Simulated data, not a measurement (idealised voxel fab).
process module | voxel tone inversion
cross-section cut | 265 nm wide | cells 5 nm
A cross-section is a grid of square cells, given in bands from the top down. A band is one or more rows of cells.
Each band's line starts with the height of the band's top and of its bottom, in nm. Then come its materials from left to right, each with its width in nm. One material with "throughout" fills the band from edge to edge. "air" is empty space.
Height 0 is the level under which the wafer as received is all one material. The lowest band goes on downwards, as in "0 down".
A width such as "30 to 40" changes by the same amount from each row of cells to the next, from the band's top row to its bottom row.
"no change" after a step means that no cell of the cross-section changed.
closed voids: empty space of 8 cells or more with no open way to the top, each as width x height at its distance from the left edge, in nm
after a step's settings: what the simulator itself notes on the step
overlay nm, on a step with a mask: how far to the right of its planned place the mask lay; to the left if negative
plan
1 op RECEIVE | material Si
2 op CONFORMAL_DEP | material SiCN | thk nm 5
3 op DIRECTIONAL_DEP | material aC | thk nm 20
4 op PATTERN | tone cover | mask id POSTS | material resist | width nm 20 | pitch nm 45 | thk nm 25 | overlay nm 0
5 op DIRECTIONAL_ETCH | etch materials aC | depth nm 20
6 op STRIP | etch materials resist
7 op FILL_DEP | material lowk | thk nm 5
8 op CMP | height nm 25
9 op STRIP | etch materials aC
10 op CONFORMAL_DEP | material TiN | thk nm 5
11 op FILL_DEP | material Ru | thk nm 5
12 op CMP | height nm 25
13 op CONFORMAL_DEP | material SiCN | thk nm 5
as received, after step 1
  0 down: Si throughout
  closed voids: none
first wafer at the end, as planned
  30 to 25: SiCN throughout
  25 to 10: lowk 75 | TiN 5 | Ru 10 | TiN 5 | lowk 25 | TiN 5 | Ru 10 | TiN 5 | lowk 25 | TiN 5 | Ru 10 | TiN 5 | lowk 80
  10 to 5: lowk 75 | TiN 20 | lowk 25 | TiN 20 | lowk 25 | TiN 20 | lowk 80
  5 to 0: SiCN throughout
  0 down: Si throughout
  closed voids: none
second wafer at the end: like start, like plan, one mistake
  30 to 25: SiCN throughout
  25 to 10: Ru 70 | TiN 5 | lowk 20 | TiN 5 | Ru 15 | TiN 5 | lowk 20 | TiN 5 | Ru 15 | TiN 5 | lowk 20 | TiN 5 | Ru 75
  10 to 5: TiN 75 | lowk 20 | TiN 25 | lowk 20 | TiN 25 | lowk 20 | TiN 80
  5 to 0: SiCN throughout
  0 down: Si throughout
  closed voids: none
what went wrong: step 4 ran as: op PATTERN | tone open | mask id POSTS | material resist | width nm 20 | pitch nm 45 | thk nm 25 | overlay nm 0
at the end the second wafer has, in cells: 87 more of Ru | 29 more of TiN | 116 fewer of lowk
